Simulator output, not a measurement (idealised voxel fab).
process module | voxel ribs on slabs
cross-section cut | 155 nm wide | cells 5 nm
A cross-section is a grid of square cells, given in bands from the top down. A band is one or more rows of cells.
Each band's line starts with the height of the band's top and of its bottom, in nm. Then come its materials from left to right, each with its width in nm. One material with "throughout" fills the band from edge to edge. "air" is empty space.
Height 0 is the level under which the wafer as received is all one material. The lowest band goes on downwards, as in "0 down".
A width such as "30 to 40" changes by the same amount from each row of cells to the next, from the band's top row to its bottom row.
"no change" after a step means that no cell of the cross-section changed.
closed voids: empty space of 8 cells or more with no open way to the top, each as width x height at its distance from the left edge, in nm
after a step's settings: what the simulator itself notes on the step
overlay nm, on a step with a mask: how far to the right of its planned place the mask lay; to the left if negative
plan
1 op RECEIVE | material Si
2 op DIRECTIONAL_DEP | material SiO2 | thk nm 20
3 op DIRECTIONAL_DEP | material SiN | thk nm 20
4 op DIRECTIONAL_DEP | material aC | thk nm 10
5 op PATTERN | tone cover | mask id RIB | material resist | width nm 15 | thk nm 25 | overlay nm 0
6 op DIRECTIONAL_ETCH | etch materials aC | depth nm 10
7 op STRIP | etch materials resist
8 op DIRECTIONAL_ETCH | etch materials SiN | depth nm 5
9 op STRIP | etch materials aC
10 op MASKED_ETCH | tone cover | mask id SLAB | width nm 65 | etch materials SiN | depth nm 15 | overlay nm 0
11 op FILL_DEP | material SiO2 | thk nm 25
12 op CMP | height nm 60
13 op DIRECTIONAL_DEP | material TiN | thk nm 5
14 op DIRECTIONAL_DEP | material aC | thk nm 15
15 op PATTERN | tone cover | mask id HEATER | material resist | width nm 25 | thk nm 35 | overlay nm 0
16 op DIRECTIONAL_ETCH | etch materials aC | depth nm 15
17 op STRIP | etch materials resist
18 op DIRECTIONAL_ETCH | etch materials TiN | depth nm 5
19 op STRIP | etch materials aC
20 op CONFORMAL_DEP | material SiN | thk nm 5
first wafer, as planned
as received, after step 1
  0 down: Si throughout
  closed voids: none
after step 2
  20 to 0: SiO2 throughout
  below 0: unchanged
after step 3
  40 to 20: SiN throughout
  below 20: unchanged
after step 4
  50 to 40: aC throughout
  below 40: unchanged
after step 5
  75 to 50: air 70 | resist 15 | air 70
  below 50: unchanged
after step 6
  65 to 50: air 70 | resist 15 | air 70
  50 to 40: air 70 | aC 15 | air 70
  below 40: unchanged
after step 7
  50 to 40: air 70 | aC 15 | air 70
  below 40: unchanged
after step 8
  50 to 40: air 70 | aC 15 | air 70
  40 to 35: air 70 | SiN 15 | air 70
  below 35: unchanged
after step 9
  40 to 35: air 70 | SiN 15 | air 70
  below 35: unchanged
after step 10
  40 to 35: air 70 | SiN 15 | air 70
  35 to 20: air 45 | SiN 65 | air 45
  below 20: unchanged
after step 11
  65 to 40: SiO2 throughout
  40 to 35: SiO2 70 | SiN 15 | SiO2 70
  35 to 20: SiO2 45 | SiN 65 | SiO2 45
  below 20: unchanged
after step 12
  60 to 40: SiO2 throughout
  below 40: unchanged
after step 13
  65 to 60: TiN throughout
  below 60: unchanged
after step 14
  80 to 65: aC throughout
  below 65: unchanged
after step 15
  115 to 80: air 65 | resist 25 | air 65
  below 80: unchanged
after step 16
  100 to 80: air 65 | resist 25 | air 65
  80 to 65: air 65 | aC 25 | air 65
  below 65: unchanged
after step 17
  80 to 65: air 65 | aC 25 | air 65
  below 65: unchanged
after step 18
  80 to 65: air 65 | aC 25 | air 65
  65 to 60: air 65 | TiN 25 | air 65
  below 60: unchanged
after step 19
  65 to 60: air 65 | TiN 25 | air 65
  below 60: unchanged
after step 20
  70 to 65: air 60 | SiN 35 | air 60
  65 to 60: SiN 65 | TiN 25 | SiN 65
  below 60: unchanged
second wafer: like start, like plan, one mistake. Through step 9 it matches the first wafer
when step 10 should have ended
  40 to 35: air 70 | SiN 15 | air 70
  35 to 20: air 35 | SiN 65 | air 55
  below 20: unchanged
when step 11 should have ended
  65 to 40: SiO2 throughout
  40 to 35: SiO2 70 | SiN 15 | SiO2 70
  35 to 20: SiO2 35 | SiN 65 | SiO2 55
  below 20: unchanged
when step 12 should have ended
  60 to 40: SiO2 throughout
  below 40: unchanged
when step 13 should have ended
  65 to 60: TiN throughout
  below 60: unchanged
when step 14 should have ended
  80 to 65: aC throughout
  below 65: unchanged
when step 15 should have ended
  115 to 80: air 65 | resist 25 | air 65
  below 80: unchanged
when step 16 should have ended
  100 to 80: air 65 | resist 25 | air 65
  80 to 65: air 65 | aC 25 | air 65
  below 65: unchanged
when step 17 should have ended
  80 to 65: air 65 | aC 25 | air 65
  below 65: unchanged
when step 18 should have ended
  80 to 65: air 65 | aC 25 | air 65
  65 to 60: air 65 | TiN 25 | air 65
  below 60: unchanged
when step 19 should have ended
  65 to 60: air 65 | TiN 25 | air 65
  below 60: unchanged
when step 20 should have ended
  70 to 65: air 60 | SiN 35 | air 60
  65 to 60: SiN 65 | TiN 25 | SiN 65
  below 60: unchanged
what went wrong: step 10 ran as: op MASKED_ETCH | tone cover | mask id SLAB | width nm 65 | etch materials SiN | depth nm 15 | overlay nm -10
at the end the second wafer has, in cells: as many of each material as the first, in other places
